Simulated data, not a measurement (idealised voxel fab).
You're looking at the process module voxel gate over fins.
The figure presents cross-section cut, which has a width of 285 nm and is divided into square cells with an edge length of 5 nm.
Heads up, the way a cross-section reads in here is a grid of square cells, handed over as bands from the top down, with every band being one or more rows of cells. Top, bottom (nm), then materials left to right with widths (nm); lone material tagged "everywhere" fills the whole band edge to edge; "blank" = empty space. Heads up on the height convention: 0 is the point under which the incoming wafer is all one material, and the lowest band has no bottom, it just keeps going down, like "0 -> down". Width "30..40": first value at the band's top row of cells, second value at its bottom row, equal change from row to row. "left unchanged" for a step: no cell of the cross-section changed in that step. "Fully sealed cavities": sealed empty spaces, 8 cells or more, no open way to top, listed width x height at distance, with distance from the left edge and width, height and distance in nm. Step line, after settings: the simulator's comment on this step. What "overlay nm" on a step's line means: if the step has a mask, that mask lay this far to the right of its planned place, or, when the value is negative, to the left.

[The process steps that were planned are listed below]
1,RECEIVE,material Si
2,CONFORMAL_DEP,material SiN,thk nm 5
3,DIRECTIONAL_DEP,material aC,thk nm 15
4,PATTERN,tone cover,mask id FINS,material resist,width nm 15,pitch nm 50,thk nm 30,overlay nm 0
5,DIRECTIONAL_ETCH,etch materials aC,depth nm 15
6,STRIP,etch materials resist
7,DIRECTIONAL_ETCH,etch materials SiN,depth nm 5
8,DIRECTIONAL_ETCH,etch materials Si,depth nm 40
9,STRIP,etch materials aC
10,FILL_DEP,material SiO2,thk nm 10
11,CMP,height nm 5
12,DIRECTIONAL_DEP,material aC,thk nm 15
13,PATTERN,tone open,mask id RAIL,material resist,width nm 15,thk nm 35,overlay nm 0
14,DIRECTIONAL_ETCH,etch materials aC,depth nm 15
15,STRIP,etch materials resist
16,DIRECTIONAL_ETCH,etch materials SiO2,depth nm 40
17,STRIP,etch materials aC
18,CONFORMAL_DEP,material TiN,thk nm 5
19,FILL_DEP,material W,thk nm 5
20,CMP,height nm 5
21,SELECTIVE_ETCH,etch materials W Ru TiN,depth nm 20
22,FILL_DEP,material SiO2,thk nm 5
23,CMP,height nm 5
24,SELECTIVE_ETCH,etch materials SiO2,depth nm 15
25,STRIP,etch materials SiN
26,CONFORMAL_DEP,material HfO2,thk nm 5
27,CONFORMAL_DEP,material TiN,thk nm 5
28,CONFORMAL_DEP,material TiAl,thk nm 5
29,CONFORMAL_DEP,material TiN,thk nm 5
30,FILL_DEP,material W,thk nm 10
31,CMP,height nm 25
32,CONFORMAL_DEP,material SiN,thk nm 10

[The first of a set of two wafers, run to plan]

[Cross-sectional view of the wafer in its as-received condition, corresponding to the state after step 1]
- 0 -> down = Si everywhere
- Fully sealed cavities: none

[The wafer in cross-section once step 2 is complete]
- 5 -> 0 = SiN everywhere
- At heights below 0, the structure remains unaltered.

[The wafer in cross-section once step 3 is complete]
- 20 -> 5 = aC everywhere
- At heights below 5, the structure remains unaltered.

[The wafer in cross-section once step 4 is complete]
- 50 -> 20 = 85 nm blank | 15 nm resist | 35 nm blank | 15 nm resist | 35 nm blank | 15 nm resist | 85 nm blank
- At heights below 20, the structure remains unaltered.

[The wafer in cross-section once step 5 is complete]
- 35 -> 20 = 85 nm blank | 15 nm resist | 35 nm blank | 15 nm resist | 35 nm blank | 15 nm resist | 85 nm blank
- 20 -> 5 = 85 nm blank | 15 nm aC | 35 nm blank | 15 nm aC | 35 nm blank | 15 nm aC | 85 nm blank
- At heights below 5, the structure remains unaltered.

[The wafer in cross-section once step 6 is complete]
- 20 -> 5 = 85 nm blank | 15 nm aC | 35 nm blank | 15 nm aC | 35 nm blank | 15 nm aC | 85 nm blank
- At heights below 5, the structure remains unaltered.

[The wafer in cross-section once step 7 is complete]
- 20 -> 5 = 85 nm blank | 15 nm aC | 35 nm blank | 15 nm aC | 35 nm blank | 15 nm aC | 85 nm blank
- 5 -> 0 = 85 nm blank | 15 nm SiN | 35 nm blank | 15 nm SiN | 35 nm blank | 15 nm SiN | 85 nm blank
- At heights below 0, the structure remains unaltered.

[The wafer in cross-section once step 8 is complete]
- 20 -> 5 = 85 nm blank | 15 nm aC | 35 nm blank | 15 nm aC | 35 nm blank | 15 nm aC | 85 nm blank
- 5 -> 0 = 85 nm blank | 15 nm SiN | 35 nm blank | 15 nm SiN | 35 nm blank | 15 nm SiN | 85 nm blank
- 0 -> -40 = 85 nm blank | 15 nm Si | 35 nm blank | 15 nm Si | 35 nm blank | 15 nm Si | 85 nm blank
- At heights below -40, the structure remains unaltered.

[The wafer in cross-section once step 9 is complete]
- 5 -> 0 = 85 nm blank | 15 nm SiN | 35 nm blank | 15 nm SiN | 35 nm blank | 15 nm SiN | 85 nm blank
- At heights below 0, the structure remains unaltered.

[The wafer in cross-section once step 10 is complete]
- 15 -> 5 = SiO2 everywhere
- 5 -> 0 = 85 nm SiO2 | 15 nm SiN | 35 nm SiO2 | 15 nm SiN | 35 nm SiO2 | 15 nm SiN | 85 nm SiO2
- 0 -> -40 = 85 nm SiO2 | 15 nm Si | 35 nm SiO2 | 15 nm Si | 35 nm SiO2 | 15 nm Si | 85 nm SiO2
- At heights below -40, the structure remains unaltered.

[The wafer in cross-section once step 11 is complete]
- 5 -> 0 = 85 nm SiO2 | 15 nm SiN | 35 nm SiO2 | 15 nm SiN | 35 nm SiO2 | 15 nm SiN | 85 nm SiO2
- At heights below 0, the structure remains unaltered.

[The wafer in cross-section once step 12 is complete]
- 20 -> 5 = aC everywhere
- At heights below 5, the structure remains unaltered.

[The wafer in cross-section once step 13 is complete]
- 55 -> 20 = 110 nm resist | 15 nm blank | 160 nm resist
- At heights below 20, the structure remains unaltered.

[The wafer in cross-section once step 14 is complete]
- 40 -> 20 = 110 nm resist | 15 nm blank | 160 nm resist
- 20 -> 5 = 110 nm aC | 15 nm blank | 160 nm aC
- At heights below 5, the structure remains unaltered.

[The wafer in cross-section once step 15 is complete]
- 20 -> 5 = 110 nm aC | 15 nm blank | 160 nm aC
- At heights below 5, the structure remains unaltered.

[The wafer in cross-section once step 16 is complete]
- 20 -> 5 = 110 nm aC | 15 nm blank | 160 nm aC
- 5 -> 0 = 85 nm SiO2 | 15 nm SiN | 10 nm SiO2 | 15 nm blank | 10 nm SiO2 | 15 nm SiN | 35 nm SiO2 | 15 nm SiN | 85 nm SiO2
- 0 -> -35 = 85 nm SiO2 | 15 nm Si | 10 nm SiO2 | 15 nm blank | 10 nm SiO2 | 15 nm Si | 35 nm SiO2 | 15 nm Si | 85 nm SiO2
- At heights below -35, the structure remains unaltered.

[The wafer in cross-section once step 17 is complete]
- 5 -> 0 = 85 nm SiO2 | 15 nm SiN | 10 nm SiO2 | 15 nm blank | 10 nm SiO2 | 15 nm SiN | 35 nm SiO2 | 15 nm SiN | 85 nm SiO2
- At heights below 0, the structure remains unaltered.

[The wafer in cross-section once step 18 is complete]
- 10 -> 5 = 115 nm TiN | 5 nm blank | 165 nm TiN
- 5 -> 0 = 85 nm SiO2 | 15 nm SiN | 10 nm SiO2 | 5 nm TiN | 5 nm blank | 5 nm TiN | 10 nm SiO2 | 15 nm SiN | 35 nm SiO2 | 15 nm SiN | 85 nm SiO2
- 0 -> -30 = 85 nm SiO2 | 15 nm Si | 10 nm SiO2 | 5 nm TiN | 5 nm blank | 5 nm TiN | 10 nm SiO2 | 15 nm Si | 35 nm SiO2 | 15 nm Si | 85 nm SiO2
- -30 -> -35 = 85 nm SiO2 | 15 nm Si | 10 nm SiO2 | 15 nm TiN | 10 nm SiO2 | 15 nm Si | 35 nm SiO2 | 15 nm Si | 85 nm SiO2
- At heights below -35, the structure remains unaltered.

[The wafer in cross-section once step 19 is complete]
- 15 -> 10 = W everywhere
- 10 -> 5 = 115 nm TiN | 5 nm W | 165 nm TiN
- 5 -> 0 = 85 nm SiO2 | 15 nm SiN | 10 nm SiO2 | 5 nm TiN | 5 nm W | 5 nm TiN | 10 nm SiO2 | 15 nm SiN | 35 nm SiO2 | 15 nm SiN | 85 nm SiO2
- 0 -> -30 = 85 nm SiO2 | 15 nm Si | 10 nm SiO2 | 5 nm TiN | 5 nm W | 5 nm TiN | 10 nm SiO2 | 15 nm Si | 35 nm SiO2 | 15 nm Si | 85 nm SiO2
- At heights below -30, the structure remains unaltered.

[The wafer in cross-section once step 20 is complete]
- 5 -> 0 = 85 nm SiO2 | 15 nm SiN | 10 nm SiO2 | 5 nm TiN | 5 nm W | 5 nm TiN | 10 nm SiO2 | 15 nm SiN | 35 nm SiO2 | 15 nm SiN | 85 nm SiO2
- At heights below 0, the structure remains unaltered.

[The wafer in cross-section once step 21 is complete]
- 5 -> 0 = 85 nm SiO2 | 15 nm SiN | 10 nm SiO2 | 15 nm blank | 10 nm SiO2 | 15 nm SiN | 35 nm SiO2 | 15 nm SiN | 85 nm SiO2
- 0 -> -15 = 85 nm SiO2 | 15 nm Si | 10 nm SiO2 | 15 nm blank | 10 nm SiO2 | 15 nm Si | 35 nm SiO2 | 15 nm Si | 85 nm SiO2
- At heights below -15, the structure remains unaltered.

[The wafer in cross-section once step 22 is complete]
- 10 -> 5 = SiO2 everywhere
- 5 -> 0 = 85 nm SiO2 | 15 nm SiN | 35 nm SiO2 | 15 nm SiN | 35 nm SiO2 | 15 nm SiN | 85 nm SiO2
- 0 -> -15 = 85 nm SiO2 | 15 nm Si | 35 nm SiO2 | 15 nm Si | 35 nm SiO2 | 15 nm Si | 85 nm SiO2
- At heights below -15, the structure remains unaltered.

[The wafer in cross-section once step 23 is complete]
- 5 -> 0 = 85 nm SiO2 | 15 nm SiN | 35 nm SiO2 | 15 nm SiN | 35 nm SiO2 | 15 nm SiN | 85 nm SiO2
- At heights below 0, the structure remains unaltered.

[The wafer in cross-section once step 24 is complete]
- 5 -> 0 = 85 nm blank | 15 nm SiN | 35 nm blank | 15 nm SiN | 35 nm blank | 15 nm SiN | 85 nm blank
- 0 -> -10 = 85 nm blank | 15 nm Si | 35 nm blank | 15 nm Si | 35 nm blank | 15 nm Si | 85 nm blank
- At heights below -10, the structure remains unaltered.

[The wafer in cross-section once step 25 is complete]
- 0 -> -10 = 85 nm blank | 15 nm Si | 35 nm blank | 15 nm Si | 35 nm blank | 15 nm Si | 85 nm blank
- At heights below -10, the structure remains unaltered.

[The wafer in cross-section once step 26 is complete]
- 5 -> 0 = 80 nm blank | 25 nm HfO2 | 25 nm blank | 25 nm HfO2 | 25 nm blank | 25 nm HfO2 | 80 nm blank
- 0 -> -5 = 80 nm blank | 5 nm HfO2 | 15 nm Si | 5 nm HfO2 | 25 nm blank | 5 nm HfO2 | 15 nm Si | 5 nm HfO2 | 25 nm blank | 5 nm HfO2 | 15 nm Si | 5 nm HfO2 | 80 nm blank
- -5 -> -10 = 85 nm HfO2 | 15 nm Si | 35 nm HfO2 | 15 nm Si | 35 nm HfO2 | 15 nm Si | 85 nm HfO2
- At heights below -10, the structure remains unaltered.

[The wafer in cross-section once step 27 is complete]
- 10 -> 5 = 75 nm blank | 35 nm TiN | 15 nm blank | 35 nm TiN | 15 nm blank | 35 nm TiN | 75 nm blank
- 5 -> 0 = 75 nm blank | 5 nm TiN | 25 nm HfO2 | 5 nm TiN | 15 nm blank | 5 nm TiN | 25 nm HfO2 | 5 nm TiN | 15 nm blank | 5 nm TiN | 25 nm HfO2 | 5 nm TiN | 75 nm blank
- 0 -> -5 = 80 nm TiN | 5 nm HfO2 | 15 nm Si | 5 nm HfO2 | 25 nm TiN | 5 nm HfO2 | 15 nm Si | 5 nm HfO2 | 25 nm TiN | 5 nm HfO2 | 15 nm Si | 5 nm HfO2 | 80 nm TiN
- At heights below -5, the structure remains unaltered.

[The wafer in cross-section once step 28 is complete]
- 15 -> 10 = 70 nm blank | 45 nm TiAl | 5 nm blank | 45 nm TiAl | 5 nm blank | 45 nm TiAl | 70 nm blank
- 10 -> 5 = 70 nm blank | 5 nm TiAl | 35 nm TiN | 5 nm TiAl | 5 nm blank | 5 nm TiAl | 35 nm TiN | 5 nm TiAl | 5 nm blank | 5 nm TiAl | 35 nm TiN | 5 nm TiAl | 70 nm blank
- 5 -> 0 = 75 nm TiAl | 5 nm TiN | 25 nm HfO2 | 5 nm TiN | 15 nm TiAl | 5 nm TiN | 25 nm HfO2 | 5 nm TiN | 15 nm TiAl | 5 nm TiN | 25 nm HfO2 | 5 nm TiN | 75 nm TiAl
- At heights below 0, the structure remains unaltered.

[The wafer in cross-section once step 29 is complete]
- 20 -> 15 = 65 nm blank | 155 nm TiN | 65 nm blank
- 15 -> 10 = 65 nm blank | 5 nm TiN | 45 nm TiAl | 5 nm TiN | 45 nm TiAl | 5 nm TiN | 45 nm TiAl | 5 nm TiN | 65 nm blank
- 10 -> 5 = 70 nm TiN | 5 nm TiAl | 35 nm TiN | 5 nm TiAl | 5 nm TiN | 5 nm TiAl | 35 nm TiN | 5 nm TiAl | 5 nm TiN | 5 nm TiAl | 35 nm TiN | 5 nm TiAl | 70 nm TiN
- At heights below 5, the structure remains unaltered.

[The wafer in cross-section once step 30 is complete]
- 30 -> 20 = W everywhere
- 20 -> 15 = 65 nm W | 155 nm TiN | 65 nm W
- 15 -> 10 = 65 nm W | 5 nm TiN | 45 nm TiAl | 5 nm TiN | 45 nm TiAl | 5 nm TiN | 45 nm TiAl | 5 nm TiN | 65 nm W
- At heights below 10, the structure remains unaltered.

[The wafer in cross-section once step 31 is complete]
- 25 -> 20 = W everywhere
- At heights below 20, the structure remains unaltered.

[The wafer in cross-section once step 32 is complete]
- 35 -> 25 = SiN everywhere
- At heights below 25, the structure remains unaltered.

[Wafer two. Same start, same plan, one slip in execution. Same as wafer one through step 12, inclusive]

[Second wafer, cross-section, planned end of step 13]
- 55 -> 20 = 110 nm resist | 20 nm blank | 155 nm resist
- At heights below 20, the structure remains unaltered.

[Second wafer, cross-section, planned end of step 14]
- 40 -> 20 = 110 nm resist | 20 nm blank | 155 nm resist
- 20 -> 5 = 110 nm aC | 20 nm blank | 155 nm aC
- At heights below 5, the structure remains unaltered.

[Second wafer, cross-section, planned end of step 15]
- 20 -> 5 = 110 nm aC | 20 nm blank | 155 nm aC
- At heights below 5, the structure remains unaltered.

[Second wafer, cross-section, planned end of step 16]
- 20 -> 5 = 110 nm aC | 20 nm blank | 155 nm aC
- 5 -> 0 = 85 nm SiO2 | 15 nm SiN | 10 nm SiO2 | 20 nm blank | 5 nm SiO2 | 15 nm SiN | 35 nm SiO2 | 15 nm SiN | 85 nm SiO2
- 0 -> -35 = 85 nm SiO2 | 15 nm Si | 10 nm SiO2 | 20 nm blank | 5 nm SiO2 | 15 nm Si | 35 nm SiO2 | 15 nm Si | 85 nm SiO2
- At heights below -35, the structure remains unaltered.

[Second wafer, cross-section, planned end of step 17]
- 5 -> 0 = 85 nm SiO2 | 15 nm SiN | 10 nm SiO2 | 20 nm blank | 5 nm SiO2 | 15 nm SiN | 35 nm SiO2 | 15 nm SiN | 85 nm SiO2
- At heights below 0, the structure remains unaltered.

[Second wafer, cross-section, planned end of step 18]
- 10 -> 5 = 115 nm TiN | 10 nm blank | 160 nm TiN
- 5 -> 0 = 85 nm SiO2 | 15 nm SiN | 10 nm SiO2 | 5 nm TiN | 10 nm blank | 5 nm TiN | 5 nm SiO2 | 15 nm SiN | 35 nm SiO2 | 15 nm SiN | 85 nm SiO2
- 0 -> -30 = 85 nm SiO2 | 15 nm Si | 10 nm SiO2 | 5 nm TiN | 10 nm blank | 5 nm TiN | 5 nm SiO2 | 15 nm Si | 35 nm SiO2 | 15 nm Si | 85 nm SiO2
- -30 -> -35 = 85 nm SiO2 | 15 nm Si | 10 nm SiO2 | 20 nm TiN | 5 nm SiO2 | 15 nm Si | 35 nm SiO2 | 15 nm Si | 85 nm SiO2
- At heights below -35, the structure remains unaltered.

[Second wafer, cross-section, planned end of step 19]
- 15 -> 10 = W everywhere
- 10 -> 5 = 115 nm TiN | 10 nm W | 160 nm TiN
- 5 -> 0 = 85 nm SiO2 | 15 nm SiN | 10 nm SiO2 | 5 nm TiN | 10 nm W | 5 nm TiN | 5 nm SiO2 | 15 nm SiN | 35 nm SiO2 | 15 nm SiN | 85 nm SiO2
- 0 -> -30 = 85 nm SiO2 | 15 nm Si | 10 nm SiO2 | 5 nm TiN | 10 nm W | 5 nm TiN | 5 nm SiO2 | 15 nm Si | 35 nm SiO2 | 15 nm Si | 85 nm SiO2
- At heights below -30, the structure remains unaltered.

[Second wafer, cross-section, planned end of step 20]
- 5 -> 0 = 85 nm SiO2 | 15 nm SiN | 10 nm SiO2 | 5 nm TiN | 10 nm W | 5 nm TiN | 5 nm SiO2 | 15 nm SiN | 35 nm SiO2 | 15 nm SiN | 85 nm SiO2
- At heights below 0, the structure remains unaltered.

[Second wafer, cross-section, planned end of step 21]
- 5 -> 0 = 85 nm SiO2 | 15 nm SiN | 10 nm SiO2 | 20 nm blank | 5 nm SiO2 | 15 nm SiN | 35 nm SiO2 | 15 nm SiN | 85 nm SiO2
- 0 -> -15 = 85 nm SiO2 | 15 nm Si | 10 nm SiO2 | 20 nm blank | 5 nm SiO2 | 15 nm Si | 35 nm SiO2 | 15 nm Si | 85 nm SiO2
- At heights below -15, the structure remains unaltered.

[Second wafer, cross-section, planned end of step 22]
- 10 -> 5 = SiO2 everywhere
- 5 -> 0 = 85 nm SiO2 | 15 nm SiN | 35 nm SiO2 | 15 nm SiN | 35 nm SiO2 | 15 nm SiN | 85 nm SiO2
- 0 -> -15 = 85 nm SiO2 | 15 nm Si | 35 nm SiO2 | 15 nm Si | 35 nm SiO2 | 15 nm Si | 85 nm SiO2
- At heights below -15, the structure remains unaltered.

[Second wafer, cross-section, planned end of step 23]
- 5 -> 0 = 85 nm SiO2 | 15 nm SiN | 35 nm SiO2 | 15 nm SiN | 35 nm SiO2 | 15 nm SiN | 85 nm SiO2
- At heights below 0, the structure remains unaltered.

[Second wafer, cross-section, planned end of step 24]
- 5 -> 0 = 85 nm blank | 15 nm SiN | 35 nm blank | 15 nm SiN | 35 nm blank | 15 nm SiN | 85 nm blank
- 0 -> -10 = 85 nm blank | 15 nm Si | 35 nm blank | 15 nm Si | 35 nm blank | 15 nm Si | 85 nm blank
- At heights below -10, the structure remains unaltered.

[Second wafer, cross-section, planned end of step 25]
- 0 -> -10 = 85 nm blank | 15 nm Si | 35 nm blank | 15 nm Si | 35 nm blank | 15 nm Si | 85 nm blank
- At heights below -10, the structure remains unaltered.

[Second wafer, cross-section, planned end of step 26]
- 5 -> 0 = 80 nm blank | 25 nm HfO2 | 25 nm blank | 25 nm HfO2 | 25 nm blank | 25 nm HfO2 | 80 nm blank
- 0 -> -5 = 80 nm blank | 5 nm HfO2 | 15 nm Si | 5 nm HfO2 | 25 nm blank | 5 nm HfO2 | 15 nm Si | 5 nm HfO2 | 25 nm blank | 5 nm HfO2 | 15 nm Si | 5 nm HfO2 | 80 nm blank
- -5 -> -10 = 85 nm HfO2 | 15 nm Si | 35 nm HfO2 | 15 nm Si | 35 nm HfO2 | 15 nm Si | 85 nm HfO2
- At heights below -10, the structure remains unaltered.

[Second wafer, cross-section, planned end of step 27]
- 10 -> 5 = 75 nm blank | 35 nm TiN | 15 nm blank | 35 nm TiN | 15 nm blank | 35 nm TiN | 75 nm blank
- 5 -> 0 = 75 nm blank | 5 nm TiN | 25 nm HfO2 | 5 nm TiN | 15 nm blank | 5 nm TiN | 25 nm HfO2 | 5 nm TiN | 15 nm blank | 5 nm TiN | 25 nm HfO2 | 5 nm TiN | 75 nm blank
- 0 -> -5 = 80 nm TiN | 5 nm HfO2 | 15 nm Si | 5 nm HfO2 | 25 nm TiN | 5 nm HfO2 | 15 nm Si | 5 nm HfO2 | 25 nm TiN | 5 nm HfO2 | 15 nm Si | 5 nm HfO2 | 80 nm TiN
- At heights below -5, the structure remains unaltered.

[Second wafer, cross-section, planned end of step 28]
- 15 -> 10 = 70 nm blank | 45 nm TiAl | 5 nm blank | 45 nm TiAl | 5 nm blank | 45 nm TiAl | 70 nm blank
- 10 -> 5 = 70 nm blank | 5 nm TiAl | 35 nm TiN | 5 nm TiAl | 5 nm blank | 5 nm TiAl | 35 nm TiN | 5 nm TiAl | 5 nm blank | 5 nm TiAl | 35 nm TiN | 5 nm TiAl | 70 nm blank
- 5 -> 0 = 75 nm TiAl | 5 nm TiN | 25 nm HfO2 | 5 nm TiN | 15 nm TiAl | 5 nm TiN | 25 nm HfO2 | 5 nm TiN | 15 nm TiAl | 5 nm TiN | 25 nm HfO2 | 5 nm TiN | 75 nm TiAl
- At heights below 0, the structure remains unaltered.

[Second wafer, cross-section, planned end of step 29]
- 20 -> 15 = 65 nm blank | 155 nm TiN | 65 nm blank
- 15 -> 10 = 65 nm blank | 5 nm TiN | 45 nm TiAl | 5 nm TiN | 45 nm TiAl | 5 nm TiN | 45 nm TiAl | 5 nm TiN | 65 nm blank
- 10 -> 5 = 70 nm TiN | 5 nm TiAl | 35 nm TiN | 5 nm TiAl | 5 nm TiN | 5 nm TiAl | 35 nm TiN | 5 nm TiAl | 5 nm TiN | 5 nm TiAl | 35 nm TiN | 5 nm TiAl | 70 nm TiN
- At heights below 5, the structure remains unaltered.

[Second wafer, cross-section, planned end of step 30]
- 30 -> 20 = W everywhere
- 20 -> 15 = 65 nm W | 155 nm TiN | 65 nm W
- 15 -> 10 = 65 nm W | 5 nm TiN | 45 nm TiAl | 5 nm TiN | 45 nm TiAl | 5 nm TiN | 45 nm TiAl | 5 nm TiN | 65 nm W
- At heights below 10, the structure remains unaltered.

[Second wafer, cross-section, planned end of step 31]
- 25 -> 20 = W everywhere
- At heights below 20, the structure remains unaltered.

[Second wafer, cross-section, planned end of step 32]
- 35 -> 25 = SiN everywhere
- At heights below 25, the structure remains unaltered.
Here's what went sideways: rather than as planned, step 13 actually ran as PATTERN,tone open,mask id RAIL,material resist,width nm 20,thk nm 35,overlay nm 0
FYI, end of process, the second wafer has more or fewer cells of some materials than the first: SiO2 -4 | TiN +1 | W +3
